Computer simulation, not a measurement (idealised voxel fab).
You're looking at the process module voxel wiring stack.
Xsec cut, 265 nm wide, square cell size 5 nm.
How to read a cross-section here: the picture is a grid of square cells, written as bands going from the top down, and any band can span one or more rows of cells. Heads up on the band format: heights come first, top then bottom, in nm. After that it's the materials left to right, each with its width in nm. A single material flagged "edge to edge" fills the whole band edge to edge, and "empty" means there's empty space there. All heights in this document are referenced to 0, defined as the level beneath which the wafer, as received, consists entirely of one material. The lowest band is not bounded below; it extends indefinitely downward and is written in the form "0 nm and below". Graded width ("30..40"): value in top row of band = first number; value in bottom row = second number; row-to-row change constant. "remained unchanged", as given for a step, is the statement that not any cell of the cross-section underwent a change during that step. "Fully sealed cavities": empty spaces of 8 cells or more with no open way to the top, each given as width x height at distance, distance from the left edge, all in nm. Note: text after step settings on the step line = simulator remark on that step. overlay nm: mask right of planned place by this much (step with mask). Neg. = left.
List of planned process steps
1. RECEIVE, material Si
2. CONFORMAL_DEP, material SiO2, thk nm 15
3. CONFORMAL_DEP, material SiN, thk nm 5
4. DIRECTIONAL_DEP, material SiO2, thk nm 15
5. PATTERN, tone open, mask id METAL_1, material resist, width nm 20, pitch nm 40, thk nm 20, overlay nm 0
6. DIRECTIONAL_ETCH, etch materials SiO2, depth nm 15
7. DIRECTIONAL_ETCH, etch materials SiN, depth nm 5
8. STRIP, etch materials resist
9. CONFORMAL_DEP, material TiN, thk nm 5
10. FILL_DEP, material Ru, thk nm 10
11. CMP, height nm 35
12. EPI, material Ru, thk nm 5
13. FILL_DEP, material SiCN, thk nm 5
14. DIRECTIONAL_DEP, material SiO2, thk nm 20
15. PATTERN, tone open, mask id PLUG_1, material resist, width nm 15, pitch nm 40, thk nm 20, overlay nm 0
16. DIRECTIONAL_ETCH, etch materials SiO2, depth nm 20
17. DIRECTIONAL_ETCH, etch materials SiCN, depth nm 5
18. STRIP, etch materials resist
19. CONFORMAL_DEP, material TiN, thk nm 5
20. FILL_DEP, material W, thk nm 10
21. CMP, height nm 65
22. DIRECTIONAL_DEP, material TiN, thk nm 5
23. DIRECTIONAL_DEP, material W, thk nm 20
24. MASKED_ETCH, tone cover, mask id METAL_2, width nm 20, pitch nm 40, etch materials W, depth nm 20, overlay nm 0
25. MASKED_ETCH, tone cover, mask id METAL_2, width nm 20, pitch nm 40, etch materials TiN, depth nm 5, overlay nm 0
26. CONFORMAL_DEP, material SiN, thk nm 5
27. FILL_DEP, material SiO2, thk nm 5
28. CMP, height nm 90
29. CONFORMAL_DEP, material SiCN, thk nm 5
30. DIRECTIONAL_DEP, material SiO2, thk nm 30
31. PATTERN, tone open, mask id METAL_3, material resist, width nm 20, pitch nm 40, thk nm 15, overlay nm 0
32. DIRECTIONAL_ETCH, etch materials SiO2, depth nm 15
33. STRIP, etch materials resist
34. PATTERN, tone open, mask id METAL_3_HOLES, material resist, width nm 15, pitch nm 40, thk nm 15, overlay nm 0
35. DIRECTIONAL_ETCH, etch materials SiO2, depth nm 15
36. DIRECTIONAL_ETCH, etch materials SiCN, depth nm 5
37. STRIP, etch materials resist
38. CONFORMAL_DEP, material TiN, thk nm 5
39. FILL_DEP, material Cu, thk nm 5
40. CMP, height nm 125
41. CONFORMAL_DEP, material SiN, thk nm 5
First wafer of two (run as planned)
The cross-section here shows the wafer as received, i.e. in its state after step 1
- 0 nm and below  Si edge to edge
- Fully sealed cavities: none
Step 2 complete: cross-section through the wafer
- 15 nm to 0 nm  SiO2 edge to edge
- Under the height 0 nothing was changed.
Step 3 complete: cross-section through the wafer
- 20 nm to 15 nm  SiN edge to edge
- Under the height 15 nothing was changed.
Step 4 complete: cross-section through the wafer
- 35 nm to 20 nm  SiO2 edge to edge
- Under the height 20 nothing was changed.
Step 5 complete: cross-section through the wafer
- 55 nm to 35 nm  100 resist  20 empty  20 resist  20 empty  105 resist
- Under the height 35 nothing was changed.
Step 6 complete: cross-section through the wafer
- 55 nm to 35 nm  100 resist  20 empty  20 resist  20 empty  105 resist
- 35 nm to 20 nm  100 SiO2  20 empty  20 SiO2  20 empty  105 SiO2
- Under the height 20 nothing was changed.
Step 7 complete: cross-section through the wafer
- 55 nm to 35 nm  100 resist  20 empty  20 resist  20 empty  105 resist
- 35 nm to 20 nm  100 SiO2  20 empty  20 SiO2  20 empty  105 SiO2
- 20 nm to 15 nm  100 SiN  20 empty  20 SiN  20 empty  105 SiN
- Under the height 15 nothing was changed.
Step 8 complete: cross-section through the wafer
- 35 nm to 20 nm  100 SiO2  20 empty  20 SiO2  20 empty  105 SiO2
- Under the height 20 nothing was changed.
Step 9 complete: cross-section through the wafer
- 40 nm to 35 nm  105 TiN  10 empty  30 TiN  10 empty  110 TiN
- 35 nm to 20 nm  100 SiO2  5 TiN  10 empty  5 TiN  20 SiO2  5 TiN  10 empty  5 TiN  105 SiO2
- 20 nm to 15 nm  100 SiN  20 TiN  20 SiN  20 TiN  105 SiN
- Under the height 15 nothing was changed.
Step 10 complete: cross-section through the wafer
- 50 nm to 40 nm  Ru edge to edge
- 40 nm to 35 nm  105 TiN  10 Ru  30 TiN  10 Ru  110 TiN
- 35 nm to 20 nm  100 SiO2  5 TiN  10 Ru  5 TiN  20 SiO2  5 TiN  10 Ru  5 TiN  105 SiO2
- Under the height 20 nothing was changed.
Step 11 complete: cross-section through the wafer
- 35 nm to 20 nm  100 SiO2  5 TiN  10 Ru  5 TiN  20 SiO2  5 TiN  10 Ru  5 TiN  105 SiO2
- Under the height 20 nothing was changed.
Step 12 complete: cross-section through the wafer
- 40 nm to 35 nm  95 empty  30 Ru  10 empty  30 Ru  100 empty
- Under the height 35 nothing was changed.
Step 13 complete: cross-section through the wafer
- 45 nm to 40 nm  SiCN edge to edge
- 40 nm to 35 nm  95 SiCN  30 Ru  10 SiCN  30 Ru  100 SiCN
- Under the height 35 nothing was changed.
Step 14 complete: cross-section through the wafer
- 65 nm to 45 nm  SiO2 edge to edge
- Under the height 45 nothing was changed.
Step 15 complete: cross-section through the wafer
- 85 nm to 65 nm  100 resist  15 empty  25 resist  15 empty  110 resist
- Under the height 65 nothing was changed.
Step 16 complete: cross-section through the wafer
- 85 nm to 65 nm  100 resist  15 empty  25 resist  15 empty  110 resist
- 65 nm to 45 nm  100 SiO2  15 empty  25 SiO2  15 empty  110 SiO2
- Under the height 45 nothing was changed.
Step 17 complete: cross-section through the wafer
- 85 nm to 65 nm  100 resist  15 empty  25 resist  15 empty  110 resist
- 65 nm to 45 nm  100 SiO2  15 empty  25 SiO2  15 empty  110 SiO2
- 45 nm to 40 nm  100 SiCN  15 empty  25 SiCN  15 empty  110 SiCN
- Under the height 40 nothing was changed.
Step 18 complete: cross-section through the wafer
- 65 nm to 45 nm  100 SiO2  15 empty  25 SiO2  15 empty  110 SiO2
- Under the height 45 nothing was changed.
Step 19 complete: cross-section through the wafer
- 70 nm to 65 nm  105 TiN  5 empty  35 TiN  5 empty  115 TiN
- 65 nm to 45 nm  100 SiO2  5 TiN  5 empty  5 TiN  25 SiO2  5 TiN  5 empty  5 TiN  110 SiO2
- 45 nm to 40 nm  100 SiCN  15 TiN  25 SiCN  15 TiN  110 SiCN
- Under the height 40 nothing was changed.
Step 20 complete: cross-section through the wafer
- 80 nm to 70 nm  W edge to edge
- 70 nm to 65 nm  105 TiN  5 W  35 TiN  5 W  115 TiN
- 65 nm to 45 nm  100 SiO2  5 TiN  5 W  5 TiN  25 SiO2  5 TiN  5 W  5 TiN  110 SiO2
- Under the height 45 nothing was changed.
Step 21 complete: cross-section through the wafer
- 65 nm to 45 nm  100 SiO2  5 TiN  5 W  5 TiN  25 SiO2  5 TiN  5 W  5 TiN  110 SiO2
- Under the height 45 nothing was changed.
Step 22 complete: cross-section through the wafer
- 70 nm to 65 nm  TiN edge to edge
- Under the height 65 nothing was changed.
Step 23 complete: cross-section through the wafer
- 90 nm to 70 nm  W edge to edge
- Under the height 70 nothing was changed.
Step 24 complete: cross-section through the wafer
- 90 nm to 70 nm  100 empty  20 W  20 empty  20 W  105 empty
- Under the height 70 nothing was changed.
Step 25 complete: cross-section through the wafer
- 90 nm to 70 nm  100 empty  20 W  20 empty  20 W  105 empty
- 70 nm to 65 nm  100 empty  20 TiN  20 empty  20 TiN  105 empty
- Under the height 65 nothing was changed.
Step 26 complete: cross-section through the wafer
- 95 nm to 90 nm  95 empty  30 SiN  10 empty  30 SiN  100 empty
- 90 nm to 70 nm  95 empty  5 SiN  20 W  5 SiN  10 empty  5 SiN  20 W  5 SiN  100 empty
- 70 nm to 65 nm  100 SiN  20 TiN  20 SiN  20 TiN  105 SiN
- Under the height 65 nothing was changed.
Step 27 complete: cross-section through the wafer
- 100 nm to 95 nm  SiO2 edge to edge
- 95 nm to 90 nm  95 SiO2  30 SiN  10 SiO2  30 SiN  100 SiO2
- 90 nm to 70 nm  95 SiO2  5 SiN  20 W  5 SiN  10 SiO2  5 SiN  20 W  5 SiN  100 SiO2
- Under the height 70 nothing was changed.
Step 28 complete: cross-section through the wafer
- 90 nm to 70 nm  95 SiO2  5 SiN  20 W  5 SiN  10 SiO2  5 SiN  20 W  5 SiN  100 SiO2
- Under the height 70 nothing was changed.
Step 29 complete: cross-section through the wafer
- 95 nm to 90 nm  SiCN edge to edge
- Under the height 90 nothing was changed.
Step 30 complete: cross-section through the wafer
- 125 nm to 95 nm  SiO2 edge to edge
- Under the height 95 nothing was changed.
Step 31 complete: cross-section through the wafer
- 140 nm to 125 nm  100 resist  20 empty  20 resist  20 empty  105 resist
- Under the height 125 nothing was changed.
Step 32 complete: cross-section through the wafer
- 140 nm to 125 nm  100 resist  20 empty  20 resist  20 empty  105 resist
- 125 nm to 110 nm  100 SiO2  20 empty  20 SiO2  20 empty  105 SiO2
- Under the height 110 nothing was changed.
Step 33 complete: cross-section through the wafer
- 125 nm to 110 nm  100 SiO2  20 empty  20 SiO2  20 empty  105 SiO2
- Under the height 110 nothing was changed.
Step 34 complete: cross-section through the wafer
- 140 nm to 125 nm  100 resist  15 empty  25 resist  15 empty  110 resist
- 125 nm to 110 nm  100 SiO2  15 empty  5 resist  20 SiO2  15 empty  5 resist  105 SiO2
- Under the height 110 nothing was changed.
Step 35 complete: cross-section through the wafer
- 140 nm to 125 nm  100 resist  15 empty  25 resist  15 empty  110 resist
- 125 nm to 110 nm  100 SiO2  15 empty  5 resist  20 SiO2  15 empty  5 resist  105 SiO2
- 110 nm to 95 nm  100 SiO2  15 empty  25 SiO2  15 empty  110 SiO2
- Under the height 95 nothing was changed.
Step 36 complete: cross-section through the wafer
- 140 nm to 125 nm  100 resist  15 empty  25 resist  15 empty  110 resist
- 125 nm to 110 nm  100 SiO2  15 empty  5 resist  20 SiO2  15 empty  5 resist  105 SiO2
- 110 nm to 95 nm  100 SiO2  15 empty  25 SiO2  15 empty  110 SiO2
- 95 nm to 90 nm  100 SiCN  15 empty  25 SiCN  15 empty  110 SiCN
- Under the height 90 nothing was changed.
Step 37 complete: cross-section through the wafer
- 125 nm to 110 nm  100 SiO2  20 empty  20 SiO2  20 empty  105 SiO2
- Under the height 110 nothing was changed.
Step 38 complete: cross-section through the wafer
- 130 nm to 125 nm  105 TiN  10 empty  30 TiN  10 empty  110 TiN
- 125 nm to 115 nm  100 SiO2  5 TiN  10 empty  5 TiN  20 SiO2  5 TiN  10 empty  5 TiN  105 SiO2
- 115 nm to 110 nm  100 SiO2  5 TiN  5 empty  10 TiN  20 SiO2  5 TiN  5 empty  10 TiN  105 SiO2
- 110 nm to 95 nm  100 SiO2  5 TiN  5 empty  5 TiN  25 SiO2  5 TiN  5 empty  5 TiN  110 SiO2
- 95 nm to 90 nm  100 SiCN  15 TiN  25 SiCN  15 TiN  110 SiCN
- Under the height 90 nothing was changed.
Step 39 complete: cross-section through the wafer
- 135 nm to 130 nm  Cu edge to edge
- 130 nm to 125 nm  105 TiN  10 Cu  30 TiN  10 Cu  110 TiN
- 125 nm to 115 nm  100 SiO2  5 TiN  10 Cu  5 TiN  20 SiO2  5 TiN  10 Cu  5 TiN  105 SiO2
- 115 nm to 110 nm  100 SiO2  5 TiN  5 Cu  10 TiN  20 SiO2  5 TiN  5 Cu  10 TiN  105 SiO2
- 110 nm to 95 nm  100 SiO2  5 TiN  5 Cu  5 TiN  25 SiO2  5 TiN  5 Cu  5 TiN  110 SiO2
- Under the height 95 nothing was changed.
Step 40 complete: cross-section through the wafer
- 125 nm to 115 nm  100 SiO2  5 TiN  10 Cu  5 TiN  20 SiO2  5 TiN  10 Cu  5 TiN  105 SiO2
- Under the height 115 nothing was changed.
Step 41 complete: cross-section through the wafer
- 130 nm to 125 nm  SiN edge to edge
- Under the height 125 nothing was changed.
Wafer two of two - same starting point, same process plan, one mistake in execution; matches wafer one up to and including step 13
The second wafer cut through, at the time step 14 was supposed to be finished
- 65 nm to 45 nm  SiN edge to edge
- Under the height 45 nothing was changed.
The second wafer cut through, at the time step 15 was supposed to be finished
- 85 nm to 65 nm  100 resist  15 empty  25 resist  15 empty  110 resist
- Under the height 65 nothing was changed.
The second wafer cut through, at the time step 16 was supposed to be finished: remained unchanged
The second wafer cut through, at the time step 17 was supposed to be finished: remained unchanged
The second wafer cut through, at the time step 18 was supposed to be finished
- 65 nm to 45 nm  SiN edge to edge
- Under the height 45 nothing was changed.
The second wafer cut through, at the time step 19 was supposed to be finished
- 70 nm to 65 nm  TiN edge to edge
- Under the height 65 nothing was changed.
The second wafer cut through, at the time step 20 was supposed to be finished
- 80 nm to 70 nm  W edge to edge
- Under the height 70 nothing was changed.
The second wafer cut through, at the time step 21 was supposed to be finished
- 65 nm to 45 nm  SiN edge to edge
- Under the height 45 nothing was changed.
The second wafer cut through, at the time step 22 was supposed to be finished
- 70 nm to 65 nm  TiN edge to edge
- Under the height 65 nothing was changed.
The second wafer cut through, at the time step 23 was supposed to be finished
- 90 nm to 70 nm  W edge to edge
- Under the height 70 nothing was changed.
The second wafer cut through, at the time step 24 was supposed to be finished
- 90 nm to 70 nm  100 empty  20 W  20 empty  20 W  105 empty
- Under the height 70 nothing was changed.
The second wafer cut through, at the time step 25 was supposed to be finished
- 90 nm to 70 nm  100 empty  20 W  20 empty  20 W  105 empty
- 70 nm to 65 nm  100 empty  20 TiN  20 empty  20 TiN  105 empty
- Under the height 65 nothing was changed.
The second wafer cut through, at the time step 26 was supposed to be finished
- 95 nm to 90 nm  95 empty  30 SiN  10 empty  30 SiN  100 empty
- 90 nm to 70 nm  95 empty  5 SiN  20 W  5 SiN  10 empty  5 SiN  20 W  5 SiN  100 empty
- 70 nm to 65 nm  100 SiN  20 TiN  20 SiN  20 TiN  105 SiN
- Under the height 65 nothing was changed.
The second wafer cut through, at the time step 27 was supposed to be finished
- 100 nm to 95 nm  SiO2 edge to edge
- 95 nm to 90 nm  95 SiO2  30 SiN  10 SiO2  30 SiN  100 SiO2
- 90 nm to 70 nm  95 SiO2  5 SiN  20 W  5 SiN  10 SiO2  5 SiN  20 W  5 SiN  100 SiO2
- Under the height 70 nothing was changed.
The second wafer cut through, at the time step 28 was supposed to be finished
- 90 nm to 70 nm  95 SiO2  5 SiN  20 W  5 SiN  10 SiO2  5 SiN  20 W  5 SiN  100 SiO2
- Under the height 70 nothing was changed.
The second wafer cut through, at the time step 29 was supposed to be finished
- 95 nm to 90 nm  SiCN edge to edge
- Under the height 90 nothing was changed.
The second wafer cut through, at the time step 30 was supposed to be finished
- 125 nm to 95 nm  SiO2 edge to edge
- Under the height 95 nothing was changed.
The second wafer cut through, at the time step 31 was supposed to be finished
- 140 nm to 125 nm  100 resist  20 empty  20 resist  20 empty  105 resist
- Under the height 125 nothing was changed.
The second wafer cut through, at the time step 32 was supposed to be finished
- 140 nm to 125 nm  100 resist  20 empty  20 resist  20 empty  105 resist
- 125 nm to 110 nm  100 SiO2  20 empty  20 SiO2  20 empty  105 SiO2
- Under the height 110 nothing was changed.
The second wafer cut through, at the time step 33 was supposed to be finished
- 125 nm to 110 nm  100 SiO2  20 empty  20 SiO2  20 empty  105 SiO2
- Under the height 110 nothing was changed.
The second wafer cut through, at the time step 34 was supposed to be finished
- 140 nm to 125 nm  100 resist  15 empty  25 resist  15 empty  110 resist
- 125 nm to 110 nm  100 SiO2  15 empty  5 resist  20 SiO2  15 empty  5 resist  105 SiO2
- Under the height 110 nothing was changed.
The second wafer cut through, at the time step 35 was supposed to be finished
- 140 nm to 125 nm  100 resist  15 empty  25 resist  15 empty  110 resist
- 125 nm to 110 nm  100 SiO2  15 empty  5 resist  20 SiO2  15 empty  5 resist  105 SiO2
- 110 nm to 95 nm  100 SiO2  15 empty  25 SiO2  15 empty  110 SiO2
- Under the height 95 nothing was changed.
The second wafer cut through, at the time step 36 was supposed to be finished
- 140 nm to 125 nm  100 resist  15 empty  25 resist  15 empty  110 resist
- 125 nm to 110 nm  100 SiO2  15 empty  5 resist  20 SiO2  15 empty  5 resist  105 SiO2
- 110 nm to 95 nm  100 SiO2  15 empty  25 SiO2  15 empty  110 SiO2
- 95 nm to 90 nm  100 SiCN  15 empty  25 SiCN  15 empty  110 SiCN
- Under the height 90 nothing was changed.
The second wafer cut through, at the time step 37 was supposed to be finished
- 125 nm to 110 nm  100 SiO2  20 empty  20 SiO2  20 empty  105 SiO2
- Under the height 110 nothing was changed.
The second wafer cut through, at the time step 38 was supposed to be finished
- 130 nm to 125 nm  105 TiN  10 empty  30 TiN  10 empty  110 TiN
- 125 nm to 115 nm  100 SiO2  5 TiN  10 empty  5 TiN  20 SiO2  5 TiN  10 empty  5 TiN  105 SiO2
- 115 nm to 110 nm  100 SiO2  5 TiN  5 empty  10 TiN  20 SiO2  5 TiN  5 empty  10 TiN  105 SiO2
- 110 nm to 95 nm  100 SiO2  5 TiN  5 empty  5 TiN  25 SiO2  5 TiN  5 empty  5 TiN  110 SiO2
- 95 nm to 90 nm  100 SiCN  15 TiN  25 SiCN  15 TiN  110 SiCN
- Under the height 90 nothing was changed.
The second wafer cut through, at the time step 39 was supposed to be finished
- 135 nm to 130 nm  Cu edge to edge
- 130 nm to 125 nm  105 TiN  10 Cu  30 TiN  10 Cu  110 TiN
- 125 nm to 115 nm  100 SiO2  5 TiN  10 Cu  5 TiN  20 SiO2  5 TiN  10 Cu  5 TiN  105 SiO2
- 115 nm to 110 nm  100 SiO2  5 TiN  5 Cu  10 TiN  20 SiO2  5 TiN  5 Cu  10 TiN  105 SiO2
- 110 nm to 95 nm  100 SiO2  5 TiN  5 Cu  5 TiN  25 SiO2  5 TiN  5 Cu  5 TiN  110 SiO2
- Under the height 95 nothing was changed.
The second wafer cut through, at the time step 40 was supposed to be finished
- 125 nm to 115 nm  100 SiO2  5 TiN  10 Cu  5 TiN  20 SiO2  5 TiN  10 Cu  5 TiN  105 SiO2
- Under the height 115 nothing was changed.
The second wafer cut through, at the time step 41 was supposed to be finished
- 130 nm to 125 nm  SiN edge to edge
- Under the height 125 nothing was changed.
So what did we get wrong on this run? step 14 did not use the planned setting and instead ran as DIRECTIONAL_DEP, material SiN, thk nm 20
at the end the second wafer has, in cells: SiCN: 6 more | SiN: 212 more | SiO2: 188 fewer | TiN: 22 fewer | W: 8 fewer
